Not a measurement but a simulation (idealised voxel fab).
Name of the process module below: voxel wiring stack
Xsec cut, 155 nm wide, square cell size 5 nm.
For the purposes of this document, a cross-section shall be understood as a grid of square cells, specified as bands listed in top-to-bottom order, each band consisting of one or more rows of cells.
Band: top height; bottom height; in nm. Then, left to right: material with width in nm, for each material. "full width": a single material spanning edge to edge. "blank": empty space.
All heights in this document are referenced to 0, defined as the level beneath which the wafer, as received, consists entirely of one material. The lowest band is not bounded below; it extends indefinitely downward and is written in the form "0 -> down".
Per-row width for "30->40": begins at first number (top row of band), ends at second number (bottom row), increment between rows held constant.
Key: "no modification" - step with no changed cell in the cross-section.
"Closed empty spaces" contains a list of empty spaces, each no smaller than 8 cells and without an open way to the top, written in the form width x height at distance with the distance from the left edge and all three in nm.
Note: text after step settings on the step line = simulator remark on that step.
Among the settings permitted on a step's line is "overlay nm"; applied to a step with a mask, it specifies the extent to which the mask lay to the right of its planned position, whereas a negative figure signifies a position to the left.
# The steps planned for the process are as follows
1,RECEIVE | material Si
2,CONFORMAL_DEP | material SiO2 | thk nm 10
3,DIRECTIONAL_DEP | material TiN | thk nm 5
4,DIRECTIONAL_DEP | material Ru | thk nm 25
5,PATTERN | tone cover | mask id METAL_1 | material resist | width nm 30 | pitch nm 45 | thk nm 20 | overlay nm 0
6,DIRECTIONAL_ETCH | etch materials Ru | depth nm 25
7,DIRECTIONAL_ETCH | etch materials TiN | depth nm 5
8,STRIP | etch materials resist
9,CONFORMAL_DEP | material SiN | thk nm 5
10,FILL_DEP | material SiO2 | thk nm 5
11,CMP | height nm 40
12,CONFORMAL_DEP | material SiCN | thk nm 5
13,DIRECTIONAL_DEP | material SiO2 | thk nm 30
14,DIRECTIONAL_DEP | material aC | thk nm 10
15,PATTERN | tone open | mask id METAL_2_HOLES | material resist | width nm 15 | pitch nm 45 | thk nm 25 | overlay nm 0
16,DIRECTIONAL_ETCH | etch materials aC | depth nm 10
17,STRIP | etch materials resist
18,DIRECTIONAL_ETCH | etch materials SiO2 | depth nm 30
19,STRIP | etch materials aC
20,DIRECTIONAL_DEP | material aC | thk nm 15
21,PATTERN | tone open | mask id METAL_2 | material resist | width nm 30 | pitch nm 45 | thk nm 35 | overlay nm 0
22,DIRECTIONAL_ETCH | etch materials aC | depth nm 15
23,STRIP | etch materials resist
24,DIRECTIONAL_ETCH | etch materials SiO2 | depth nm 15
25,DIRECTIONAL_ETCH | etch materials SiCN | depth nm 5
26,STRIP | etch materials aC
27,CONFORMAL_DEP | material TiN | thk nm 5
28,FILL_DEP | material Cu | thk nm 5
29,CMP | height nm 75
30,CONFORMAL_DEP | material SiCN | thk nm 5
31,DIRECTIONAL_DEP | material lowk | thk nm 10
32,DIRECTIONAL_DEP | material aC | thk nm 15
33,PATTERN | tone open | mask id PLUG_2 | material resist | width nm 15 | pitch nm 45 | thk nm 30 | overlay nm 0
34,DIRECTIONAL_ETCH | etch materials aC | depth nm 15
35,STRIP | etch materials resist
36,DIRECTIONAL_ETCH | etch materials lowk | depth nm 10
37,DIRECTIONAL_ETCH | etch materials SiCN | depth nm 5
38,STRIP | etch materials aC
39,CONFORMAL_DEP | material TiN | thk nm 5
40,FILL_DEP | material Cu | thk nm 5
41,CMP | height nm 90
42,DIRECTIONAL_DEP | material TiN | thk nm 5
43,DIRECTIONAL_DEP | material W | thk nm 20
44,DIRECTIONAL_DEP | material aC | thk nm 15
45,PATTERN | tone cover | mask id METAL_3 | material resist | width nm 30 | pitch nm 45 | thk nm 30 | overlay nm 0
46,DIRECTIONAL_ETCH | etch materials aC | depth nm 15
47,STRIP | etch materials resist
48,DIRECTIONAL_ETCH | etch materials W | depth nm 20
49,DIRECTIONAL_ETCH | etch materials TiN | depth nm 5
50,STRIP | etch materials aC
51,CONFORMAL_DEP | material SiN | thk nm 5
52,FILL_DEP | material lowk | thk nm 5
53,CMP | height nm 115
54,CONFORMAL_DEP | material SiN | thk nm 5
# First of two wafers: run as planned
# Delivered wafer in cross-section: state after step 1
    0 -> down | Si full width
    Closed empty spaces: none
# After step 2, in cross-section
    10 -> 0 | SiO2 full width
    Lower than 0, everything is as it was.
# After step 3, in cross-section
    15 -> 10 | TiN full width
    Lower than 10, everything is as it was.
# After step 4, in cross-section
    40 -> 15 | Ru full width
    Lower than 15, everything is as it was.
# After step 5, in cross-section
    60 -> 40 | blank=15 / resist=30 / blank=15 / resist=30 / blank=15 / resist=30 / blank=20
    Lower than 40, everything is as it was.
# After step 6, in cross-section
    60 -> 40 | blank=15 / resist=30 / blank=15 / resist=30 / blank=15 / resist=30 / blank=20
    40 -> 15 | blank=15 / Ru=30 / blank=15 / Ru=30 / blank=15 / Ru=30 / blank=20
    Lower than 15, everything is as it was.
# After step 7, in cross-section
    60 -> 40 | blank=15 / resist=30 / blank=15 / resist=30 / blank=15 / resist=30 / blank=20
    40 -> 15 | blank=15 / Ru=30 / blank=15 / Ru=30 / blank=15 / Ru=30 / blank=20
    15 -> 10 | blank=15 / TiN=30 / blank=15 / TiN=30 / blank=15 / TiN=30 / blank=20
    Lower than 10, everything is as it was.
# After step 8, in cross-section
    40 -> 15 | blank=15 / Ru=30 / blank=15 / Ru=30 / blank=15 / Ru=30 / blank=20
    Lower than 15, everything is as it was.
# After step 9, in cross-section
    45 -> 40 | blank=10 / SiN=40 / blank=5 / SiN=40 / blank=5 / SiN=40 / blank=15
    40 -> 15 | blank=10 / SiN=5 / Ru=30 / SiN=5 / blank=5 / SiN=5 / Ru=30 / SiN=5 / blank=5 / SiN=5 / Ru=30 / SiN=5 / blank=15
    15 -> 10 | SiN=15 / TiN=30 / SiN=15 / TiN=30 / SiN=15 / TiN=30 / SiN=20
    Lower than 10, everything is as it was.
# After step 10, in cross-section
    50 -> 45 | SiO2 full width
    45 -> 40 | SiO2=10 / SiN=40 / SiO2=5 / SiN=40 / SiO2=5 / SiN=40 / SiO2=15
    40 -> 15 | SiO2=10 / SiN=5 / Ru=30 / SiN=5 / SiO2=5 / SiN=5 / Ru=30 / SiN=5 / SiO2=5 / SiN=5 / Ru=30 / SiN=5 / SiO2=15
    Lower than 15, everything is as it was.
# After step 11, in cross-section
    40 -> 15 | SiO2=10 / SiN=5 / Ru=30 / SiN=5 / SiO2=5 / SiN=5 / Ru=30 / SiN=5 / SiO2=5 / SiN=5 / Ru=30 / SiN=5 / SiO2=15
    Lower than 15, everything is as it was.
# After step 12, in cross-section
    45 -> 40 | SiCN full width
    Lower than 40, everything is as it was.
# After step 13, in cross-section
    75 -> 45 | SiO2 full width
    Lower than 45, everything is as it was.
# After step 14, in cross-section
    85 -> 75 | aC full width
    Lower than 75, everything is as it was.
# After step 15, in cross-section
    110 -> 85 | resist=15 / blank=15 / resist=30 / blank=15 / resist=30 / blank=15 / resist=35
    Lower than 85, everything is as it was.
# After step 16, in cross-section
    100 -> 85 | resist=15 / blank=15 / resist=30 / blank=15 / resist=30 / blank=15 / resist=35
    85 -> 75 | aC=15 / blank=15 / aC=30 / blank=15 / aC=30 / blank=15 / aC=35
    Lower than 75, everything is as it was.
# After step 17, in cross-section
    85 -> 75 | aC=15 / blank=15 / aC=30 / blank=15 / aC=30 / blank=15 / aC=35
    Lower than 75, everything is as it was.
# After step 18, in cross-section
    85 -> 75 | aC=15 / blank=15 / aC=30 / blank=15 / aC=30 / blank=15 / aC=35
    75 -> 45 | SiO2=15 / blank=15 / SiO2=30 / blank=15 / SiO2=30 / blank=15 / SiO2=35
    Lower than 45, everything is as it was.
# After step 19, in cross-section
    75 -> 45 | SiO2=15 / blank=15 / SiO2=30 / blank=15 / SiO2=30 / blank=15 / SiO2=35
    Lower than 45, everything is as it was.
# After step 20, in cross-section
    90 -> 75 | aC=15 / blank=15 / aC=30 / blank=15 / aC=30 / blank=15 / aC=35
    75 -> 60 | SiO2=15 / blank=15 / SiO2=30 / blank=15 / SiO2=30 / blank=15 / SiO2=35
    60 -> 45 | SiO2=15 / aC=15 / SiO2=30 / aC=15 / SiO2=30 / aC=15 / SiO2=35
    Lower than 45, everything is as it was.
# After step 21, in cross-section
    125 -> 90 | resist=15 / blank=30 / resist=15 / blank=30 / resist=15 / blank=30 / resist=20
    Lower than 90, everything is as it was.
# After step 22, in cross-section
    110 -> 90 | resist=15 / blank=30 / resist=15 / blank=30 / resist=15 / blank=30 / resist=20
    90 -> 75 | aC=15 / blank=30 / aC=15 / blank=30 / aC=15 / blank=30 / aC=20
    75 -> 45 | SiO2=15 / blank=15 / SiO2=30 / blank=15 / SiO2=30 / blank=15 / SiO2=35
    Lower than 45, everything is as it was.
# After step 23, in cross-section
    90 -> 75 | aC=15 / blank=30 / aC=15 / blank=30 / aC=15 / blank=30 / aC=20
    Lower than 75, everything is as it was.
# After step 24, in cross-section
    90 -> 75 | aC=15 / blank=30 / aC=15 / blank=30 / aC=15 / blank=30 / aC=20
    75 -> 60 | SiO2=15 / blank=30 / SiO2=15 / blank=30 / SiO2=15 / blank=30 / SiO2=20
    Lower than 60, everything is as it was.
# After step 25, in cross-section
    90 -> 75 | aC=15 / blank=30 / aC=15 / blank=30 / aC=15 / blank=30 / aC=20
    75 -> 60 | SiO2=15 / blank=30 / SiO2=15 / blank=30 / SiO2=15 / blank=30 / SiO2=20
    60 -> 45 | SiO2=15 / blank=15 / SiO2=30 / blank=15 / SiO2=30 / blank=15 / SiO2=35
    45 -> 40 | SiCN=15 / blank=15 / SiCN=30 / blank=15 / SiCN=30 / blank=15 / SiCN=35
    Lower than 40, everything is as it was.
# After step 26, in cross-section
    75 -> 60 | SiO2=15 / blank=30 / SiO2=15 / blank=30 / SiO2=15 / blank=30 / SiO2=20
    Lower than 60, everything is as it was.
# After step 27, in cross-section
    80 -> 75 | TiN=20 / blank=20 / TiN=25 / blank=20 / TiN=25 / blank=20 / TiN=25
    75 -> 65 | SiO2=15 / TiN=5 / blank=20 / TiN=5 / SiO2=15 / TiN=5 / blank=20 / TiN=5 / SiO2=15 / TiN=5 / blank=20 / TiN=5 / SiO2=20
    65 -> 60 | SiO2=15 / TiN=5 / blank=5 / TiN=20 / SiO2=15 / TiN=5 / blank=5 / TiN=20 / SiO2=15 / TiN=5 / blank=5 / TiN=20 / SiO2=20
    60 -> 45 | SiO2=15 / TiN=5 / blank=5 / TiN=5 / SiO2=30 / TiN=5 / blank=5 / TiN=5 / SiO2=30 / TiN=5 / blank=5 / TiN=5 / SiO2=35
    45 -> 40 | SiCN=15 / TiN=15 / SiCN=30 / TiN=15 / SiCN=30 / TiN=15 / SiCN=35
    Lower than 40, everything is as it was.
# After step 28, in cross-section
    85 -> 80 | Cu full width
    80 -> 75 | TiN=20 / Cu=20 / TiN=25 / Cu=20 / TiN=25 / Cu=20 / TiN=25
    75 -> 65 | SiO2=15 / TiN=5 / Cu=20 / TiN=5 / SiO2=15 / TiN=5 / Cu=20 / TiN=5 / SiO2=15 / TiN=5 / Cu=20 / TiN=5 / SiO2=20
    65 -> 60 | SiO2=15 / TiN=5 / Cu=5 / TiN=20 / SiO2=15 / TiN=5 / Cu=5 / TiN=20 / SiO2=15 / TiN=5 / Cu=5 / TiN=20 / SiO2=20
    60 -> 45 | SiO2=15 / TiN=5 / Cu=5 / TiN=5 / SiO2=30 / TiN=5 / Cu=5 / TiN=5 / SiO2=30 / TiN=5 / Cu=5 / TiN=5 / SiO2=35
    Lower than 45, everything is as it was.
# After step 29, in cross-section
    75 -> 65 | SiO2=15 / TiN=5 / Cu=20 / TiN=5 / SiO2=15 / TiN=5 / Cu=20 / TiN=5 / SiO2=15 / TiN=5 / Cu=20 / TiN=5 / SiO2=20
    Lower than 65, everything is as it was.
# After step 30, in cross-section
    80 -> 75 | SiCN full width
    Lower than 75, everything is as it was.
# After step 31, in cross-section
    90 -> 80 | lowk full width
    Lower than 80, everything is as it was.
# After step 32, in cross-section
    105 -> 90 | aC full width
    Lower than 90, everything is as it was.
# After step 33, in cross-section
    135 -> 105 | resist=15 / blank=15 / resist=30 / blank=15 / resist=30 / blank=15 / resist=35
    Lower than 105, everything is as it was.
# After step 34, in cross-section
    120 -> 105 | resist=15 / blank=15 / resist=30 / blank=15 / resist=30 / blank=15 / resist=35
    105 -> 90 | aC=15 / blank=15 / aC=30 / blank=15 / aC=30 / blank=15 / aC=35
    Lower than 90, everything is as it was.
# After step 35, in cross-section
    105 -> 90 | aC=15 / blank=15 / aC=30 / blank=15 / aC=30 / blank=15 / aC=35
    Lower than 90, everything is as it was.
# After step 36, in cross-section
    105 -> 90 | aC=15 / blank=15 / aC=30 / blank=15 / aC=30 / blank=15 / aC=35
    90 -> 80 | lowk=15 / blank=15 / lowk=30 / blank=15 / lowk=30 / blank=15 / lowk=35
    Lower than 80, everything is as it was.
# After step 37, in cross-section
    105 -> 90 | aC=15 / blank=15 / aC=30 / blank=15 / aC=30 / blank=15 / aC=35
    90 -> 80 | lowk=15 / blank=15 / lowk=30 / blank=15 / lowk=30 / blank=15 / lowk=35
    80 -> 75 | SiCN=15 / blank=15 / SiCN=30 / blank=15 / SiCN=30 / blank=15 / SiCN=35
    Lower than 75, everything is as it was.
# After step 38, in cross-section
    90 -> 80 | lowk=15 / blank=15 / lowk=30 / blank=15 / lowk=30 / blank=15 / lowk=35
    Lower than 80, everything is as it was.
# After step 39, in cross-section
    95 -> 90 | TiN=20 / blank=5 / TiN=40 / blank=5 / TiN=40 / blank=5 / TiN=40
    90 -> 80 | lowk=15 / TiN=5 / blank=5 / TiN=5 / lowk=30 / TiN=5 / blank=5 / TiN=5 / lowk=30 / TiN=5 / blank=5 / TiN=5 / lowk=35
    80 -> 75 | SiCN=15 / TiN=15 / SiCN=30 / TiN=15 / SiCN=30 / TiN=15 / SiCN=35
    Lower than 75, everything is as it was.
# After step 40, in cross-section
    100 -> 95 | Cu full width
    95 -> 90 | TiN=20 / Cu=5 / TiN=40 / Cu=5 / TiN=40 / Cu=5 / TiN=40
    90 -> 80 | lowk=15 / TiN=5 / Cu=5 / TiN=5 / lowk=30 / TiN=5 / Cu=5 / TiN=5 / lowk=30 / TiN=5 / Cu=5 / TiN=5 / lowk=35
    Lower than 80, everything is as it was.
# After step 41, in cross-section
    90 -> 80 | lowk=15 / TiN=5 / Cu=5 / TiN=5 / lowk=30 / TiN=5 / Cu=5 / TiN=5 / lowk=30 / TiN=5 / Cu=5 / TiN=5 / lowk=35
    Lower than 80, everything is as it was.
# After step 42, in cross-section
    95 -> 90 | TiN full width
    Lower than 90, everything is as it was.
# After step 43, in cross-section
    115 -> 95 | W full width
    Lower than 95, everything is as it was.
# After step 44, in cross-section
    130 -> 115 | aC full width
    Lower than 115, everything is as it was.
# After step 45, in cross-section
    160 -> 130 | blank=15 / resist=30 / blank=15 / resist=30 / blank=15 / resist=30 / blank=20
    Lower than 130, everything is as it was.
# After step 46, in cross-section
    145 -> 130 | blank=15 / resist=30 / blank=15 / resist=30 / blank=15 / resist=30 / blank=20
    130 -> 115 | blank=15 / aC=30 / blank=15 / aC=30 / blank=15 / aC=30 / blank=20
    Lower than 115, everything is as it was.
# After step 47, in cross-section
    130 -> 115 | blank=15 / aC=30 / blank=15 / aC=30 / blank=15 / aC=30 / blank=20
    Lower than 115, everything is as it was.
# After step 48, in cross-section
    130 -> 115 | blank=15 / aC=30 / blank=15 / aC=30 / blank=15 / aC=30 / blank=20
    115 -> 95 | blank=15 / W=30 / blank=15 / W=30 / blank=15 / W=30 / blank=20
    Lower than 95, everything is as it was.
# After step 49, in cross-section
    130 -> 115 | blank=15 / aC=30 / blank=15 / aC=30 / blank=15 / aC=30 / blank=20
    115 -> 95 | blank=15 / W=30 / blank=15 / W=30 / blank=15 / W=30 / blank=20
    95 -> 90 | blank=15 / TiN=30 / blank=15 / TiN=30 / blank=15 / TiN=30 / blank=20
    Lower than 90, everything is as it was.
# After step 50, in cross-section
    115 -> 95 | blank=15 / W=30 / blank=15 / W=30 / blank=15 / W=30 / blank=20
    Lower than 95, everything is as it was.
# After step 51, in cross-section
    120 -> 115 | blank=10 / SiN=40 / blank=5 / SiN=40 / blank=5 / SiN=40 / blank=15
    115 -> 95 | blank=10 / SiN=5 / W=30 / SiN=5 / blank=5 / SiN=5 / W=30 / SiN=5 / blank=5 / SiN=5 / W=30 / SiN=5 / blank=15
    95 -> 90 | SiN=15 / TiN=30 / SiN=15 / TiN=30 / SiN=15 / TiN=30 / SiN=20
    Lower than 90, everything is as it was.
# After step 52, in cross-section
    125 -> 120 | lowk full width
    120 -> 115 | lowk=10 / SiN=40 / lowk=5 / SiN=40 / lowk=5 / SiN=40 / lowk=15
    115 -> 95 | lowk=10 / SiN=5 / W=30 / SiN=5 / lowk=5 / SiN=5 / W=30 / SiN=5 / lowk=5 / SiN=5 / W=30 / SiN=5 / lowk=15
    Lower than 95, everything is as it was.
# After step 53, in cross-section
    115 -> 95 | lowk=10 / SiN=5 / W=30 / SiN=5 / lowk=5 / SiN=5 / W=30 / SiN=5 / lowk=5 / SiN=5 / W=30 / SiN=5 / lowk=15
    Lower than 95, everything is as it was.
# After step 54, in cross-section
    120 -> 115 | SiN full width
    Lower than 115, everything is as it was.
# Wafer two of the pair: same origin, same plan, one error during the run; identical to wafer one up to and including step 20
# Cross-sectional view of the second wafer at the intended end time of process step 21
    125 -> 90 | resist=20 / blank=20 / resist=25 / blank=20 / resist=25 / blank=20 / resist=25
    90 -> 75 | aC=15 / resist=5 / blank=10 / aC=30 / resist=5 / blank=10 / aC=30 / resist=5 / blank=10 / aC=35
    75 -> 60 | SiO2=15 / resist=5 / blank=10 / SiO2=30 / resist=5 / blank=10 / SiO2=30 / resist=5 / blank=10 / SiO2=35
    Lower than 60, everything is as it was.
# Cross-sectional view of the second wafer at the intended end time of process step 22
    110 -> 90 | resist=20 / blank=20 / resist=25 / blank=20 / resist=25 / blank=20 / resist=25
    90 -> 75 | aC=15 / resist=5 / blank=20 / aC=20 / resist=5 / blank=20 / aC=20 / resist=5 / blank=20 / aC=25
    75 -> 60 | SiO2=15 / resist=5 / blank=10 / SiO2=30 / resist=5 / blank=10 / SiO2=30 / resist=5 / blank=10 / SiO2=35
    60 -> 45 | SiO2=15 / aC=5 / blank=10 / SiO2=30 / aC=5 / blank=10 / SiO2=30 / aC=5 / blank=10 / SiO2=35
    Lower than 45, everything is as it was.
# Cross-sectional view of the second wafer at the intended end time of process step 23
    90 -> 75 | aC=15 / blank=25 / aC=20 / blank=25 / aC=20 / blank=25 / aC=25
    75 -> 60 | SiO2=15 / blank=15 / SiO2=30 / blank=15 / SiO2=30 / blank=15 / SiO2=35
    Lower than 60, everything is as it was.
# Cross-sectional view of the second wafer at the intended end time of process step 24
    90 -> 75 | aC=15 / blank=25 / aC=20 / blank=25 / aC=20 / blank=25 / aC=25
    75 -> 60 | SiO2=15 / blank=25 / SiO2=20 / blank=25 / SiO2=20 / blank=25 / SiO2=25
    Lower than 60, everything is as it was.
# Cross-sectional view of the second wafer at the intended end time of process step 25
    90 -> 75 | aC=15 / blank=25 / aC=20 / blank=25 / aC=20 / blank=25 / aC=25
    75 -> 60 | SiO2=15 / blank=25 / SiO2=20 / blank=25 / SiO2=20 / blank=25 / SiO2=25
    60 -> 45 | SiO2=15 / aC=5 / blank=10 / SiO2=30 / aC=5 / blank=10 / SiO2=30 / aC=5 / blank=10 / SiO2=35
    45 -> 40 | SiCN=20 / blank=10 / SiCN=35 / blank=10 / SiCN=35 / blank=10 / SiCN=35
    Lower than 40, everything is as it was.
# Cross-sectional view of the second wafer at the intended end time of process step 26
    75 -> 60 | SiO2=15 / blank=25 / SiO2=20 / blank=25 / SiO2=20 / blank=25 / SiO2=25
    60 -> 45 | SiO2=15 / blank=15 / SiO2=30 / blank=15 / SiO2=30 / blank=15 / SiO2=35
    Lower than 45, everything is as it was.
# Cross-sectional view of the second wafer at the intended end time of process step 27
    80 -> 75 | TiN=20 / blank=15 / TiN=30 / blank=15 / TiN=30 / blank=15 / TiN=30
    75 -> 65 | SiO2=15 / TiN=5 / blank=15 / TiN=5 / SiO2=20 / TiN=5 / blank=15 / TiN=5 / SiO2=20 / TiN=5 / blank=15 / TiN=5 / SiO2=25
    65 -> 60 | SiO2=15 / TiN=5 / blank=5 / TiN=15 / SiO2=20 / TiN=5 / blank=5 / TiN=15 / SiO2=20 / TiN=5 / blank=5 / TiN=15 / SiO2=25
    60 -> 50 | SiO2=15 / TiN=5 / blank=5 / TiN=5 / SiO2=30 / TiN=5 / blank=5 / TiN=5 / SiO2=30 / TiN=5 / blank=5 / TiN=5 / SiO2=35
    50 -> 45 | SiO2=15 / TiN=15 / SiO2=30 / TiN=15 / SiO2=30 / TiN=15 / SiO2=35
    45 -> 40 | SiCN=20 / TiN=10 / SiCN=35 / TiN=10 / SiCN=35 / TiN=10 / SiCN=35
    Lower than 40, everything is as it was.
# Cross-sectional view of the second wafer at the intended end time of process step 28
    85 -> 80 | Cu full width
    80 -> 75 | TiN=20 / Cu=15 / TiN=30 / Cu=15 / TiN=30 / Cu=15 / TiN=30
    75 -> 65 | SiO2=15 / TiN=5 / Cu=15 / TiN=5 / SiO2=20 / TiN=5 / Cu=15 / TiN=5 / SiO2=20 / TiN=5 / Cu=15 / TiN=5 / SiO2=25
    65 -> 60 | SiO2=15 / TiN=5 / Cu=5 / TiN=15 / SiO2=20 / TiN=5 / Cu=5 / TiN=15 / SiO2=20 / TiN=5 / Cu=5 / TiN=15 / SiO2=25
    60 -> 50 | SiO2=15 / TiN=5 / Cu=5 / TiN=5 / SiO2=30 / TiN=5 / Cu=5 / TiN=5 / SiO2=30 / TiN=5 / Cu=5 / TiN=5 / SiO2=35
    Lower than 50, everything is as it was.
# Cross-sectional view of the second wafer at the intended end time of process step 29
    75 -> 65 | SiO2=15 / TiN=5 / Cu=15 / TiN=5 / SiO2=20 / TiN=5 / Cu=15 / TiN=5 / SiO2=20 / TiN=5 / Cu=15 / TiN=5 / SiO2=25
    Lower than 65, everything is as it was.
# Cross-sectional view of the second wafer at the intended end time of process step 30
    80 -> 75 | SiCN full width
    Lower than 75, everything is as it was.
# Cross-sectional view of the second wafer at the intended end time of process step 31
    90 -> 80 | lowk full width
    Lower than 80, everything is as it was.
# Cross-sectional view of the second wafer at the intended end time of process step 32
    105 -> 90 | aC full width
    Lower than 90, everything is as it was.
# Cross-sectional view of the second wafer at the intended end time of process step 33
    135 -> 105 | resist=15 / blank=15 / resist=30 / blank=15 / resist=30 / blank=15 / resist=35
    Lower than 105, everything is as it was.
# Cross-sectional view of the second wafer at the intended end time of process step 34
    120 -> 105 | resist=15 / blank=15 / resist=30 / blank=15 / resist=30 / blank=15 / resist=35
    105 -> 90 | aC=15 / blank=15 / aC=30 / blank=15 / aC=30 / blank=15 / aC=35
    Lower than 90, everything is as it was.
# Cross-sectional view of the second wafer at the intended end time of process step 35
    105 -> 90 | aC=15 / blank=15 / aC=30 / blank=15 / aC=30 / blank=15 / aC=35
    Lower than 90, everything is as it was.
# Cross-sectional view of the second wafer at the intended end time of process step 36
    105 -> 90 | aC=15 / blank=15 / aC=30 / blank=15 / aC=30 / blank=15 / aC=35
    90 -> 80 | lowk=15 / blank=15 / lowk=30 / blank=15 / lowk=30 / blank=15 / lowk=35
    Lower than 80, everything is as it was.
# Cross-sectional view of the second wafer at the intended end time of process step 37
    105 -> 90 | aC=15 / blank=15 / aC=30 / blank=15 / aC=30 / blank=15 / aC=35
    90 -> 80 | lowk=15 / blank=15 / lowk=30 / blank=15 / lowk=30 / blank=15 / lowk=35
    80 -> 75 | SiCN=15 / blank=15 / SiCN=30 / blank=15 / SiCN=30 / blank=15 / SiCN=35
    Lower than 75, everything is as it was.
# Cross-sectional view of the second wafer at the intended end time of process step 38
    90 -> 80 | lowk=15 / blank=15 / lowk=30 / blank=15 / lowk=30 / blank=15 / lowk=35
    Lower than 80, everything is as it was.
# Cross-sectional view of the second wafer at the intended end time of process step 39
    95 -> 90 | TiN=20 / blank=5 / TiN=40 / blank=5 / TiN=40 / blank=5 / TiN=40
    90 -> 80 | lowk=15 / TiN=5 / blank=5 / TiN=5 / lowk=30 / TiN=5 / blank=5 / TiN=5 / lowk=30 / TiN=5 / blank=5 / TiN=5 / lowk=35
    80 -> 75 | SiCN=15 / TiN=15 / SiCN=30 / TiN=15 / SiCN=30 / TiN=15 / SiCN=35
    Lower than 75, everything is as it was.
# Cross-sectional view of the second wafer at the intended end time of process step 40
    100 -> 95 | Cu full width
    95 -> 90 | TiN=20 / Cu=5 / TiN=40 / Cu=5 / TiN=40 / Cu=5 / TiN=40
    90 -> 80 | lowk=15 / TiN=5 / Cu=5 / TiN=5 / lowk=30 / TiN=5 / Cu=5 / TiN=5 / lowk=30 / TiN=5 / Cu=5 / TiN=5 / lowk=35
    Lower than 80, everything is as it was.
# Cross-sectional view of the second wafer at the intended end time of process step 41
    90 -> 80 | lowk=15 / TiN=5 / Cu=5 / TiN=5 / lowk=30 / TiN=5 / Cu=5 / TiN=5 / lowk=30 / TiN=5 / Cu=5 / TiN=5 / lowk=35
    Lower than 80, everything is as it was.
# Cross-sectional view of the second wafer at the intended end time of process step 42
    95 -> 90 | TiN full width
    Lower than 90, everything is as it was.
# Cross-sectional view of the second wafer at the intended end time of process step 43
    115 -> 95 | W full width
    Lower than 95, everything is as it was.
# Cross-sectional view of the second wafer at the intended end time of process step 44
    130 -> 115 | aC full width
    Lower than 115, everything is as it was.
# Cross-sectional view of the second wafer at the intended end time of process step 45
    160 -> 130 | blank=15 / resist=30 / blank=15 / resist=30 / blank=15 / resist=30 / blank=20
    Lower than 130, everything is as it was.
# Cross-sectional view of the second wafer at the intended end time of process step 46
    145 -> 130 | blank=15 / resist=30 / blank=15 / resist=30 / blank=15 / resist=30 / blank=20
    130 -> 115 | blank=15 / aC=30 / blank=15 / aC=30 / blank=15 / aC=30 / blank=20
    Lower than 115, everything is as it was.
# Cross-sectional view of the second wafer at the intended end time of process step 47
    130 -> 115 | blank=15 / aC=30 / blank=15 / aC=30 / blank=15 / aC=30 / blank=20
    Lower than 115, everything is as it was.
# Cross-sectional view of the second wafer at the intended end time of process step 48
    130 -> 115 | blank=15 / aC=30 / blank=15 / aC=30 / blank=15 / aC=30 / blank=20
    115 -> 95 | blank=15 / W=30 / blank=15 / W=30 / blank=15 / W=30 / blank=20
    Lower than 95, everything is as it was.
# Cross-sectional view of the second wafer at the intended end time of process step 49
    130 -> 115 | blank=15 / aC=30 / blank=15 / aC=30 / blank=15 / aC=30 / blank=20
    115 -> 95 | blank=15 / W=30 / blank=15 / W=30 / blank=15 / W=30 / blank=20
    95 -> 90 | blank=15 / TiN=30 / blank=15 / TiN=30 / blank=15 / TiN=30 / blank=20
    Lower than 90, everything is as it was.
# Cross-sectional view of the second wafer at the intended end time of process step 50
    115 -> 95 | blank=15 / W=30 / blank=15 / W=30 / blank=15 / W=30 / blank=20
    Lower than 95, everything is as it was.
# Cross-sectional view of the second wafer at the intended end time of process step 51
    120 -> 115 | blank=10 / SiN=40 / blank=5 / SiN=40 / blank=5 / SiN=40 / blank=15
    115 -> 95 | blank=10 / SiN=5 / W=30 / SiN=5 / blank=5 / SiN=5 / W=30 / SiN=5 / blank=5 / SiN=5 / W=30 / SiN=5 / blank=15
    95 -> 90 | SiN=15 / TiN=30 / SiN=15 / TiN=30 / SiN=15 / TiN=30 / SiN=20
    Lower than 90, everything is as it was.
# Cross-sectional view of the second wafer at the intended end time of process step 52
    125 -> 120 | lowk full width
    120 -> 115 | lowk=10 / SiN=40 / lowk=5 / SiN=40 / lowk=5 / SiN=40 / lowk=15
    115 -> 95 | lowk=10 / SiN=5 / W=30 / SiN=5 / lowk=5 / SiN=5 / W=30 / SiN=5 / lowk=5 / SiN=5 / W=30 / SiN=5 / lowk=15
    Lower than 95, everything is as it was.
# Cross-sectional view of the second wafer at the intended end time of process step 53
    115 -> 95 | lowk=10 / SiN=5 / W=30 / SiN=5 / lowk=5 / SiN=5 / W=30 / SiN=5 / lowk=5 / SiN=5 / W=30 / SiN=5 / lowk=15
    Lower than 95, everything is as it was.
# Cross-sectional view of the second wafer at the intended end time of process step 54
    120 -> 115 | SiN full width
    Lower than 115, everything is as it was.
Where did the run depart from the plan? step 21 off recipe, ran as PATTERN | tone open | mask id METAL_2 | material resist | width nm 20 | pitch nm 45 | thk nm 35 | overlay nm 0
Upon completion, the second wafer contains, in terms of cells, a greater or smaller amount of certain materials than the first wafer: Cu: 9 fewer; SiCN: 3 more; SiO2: 9 more; TiN: 3 fewer
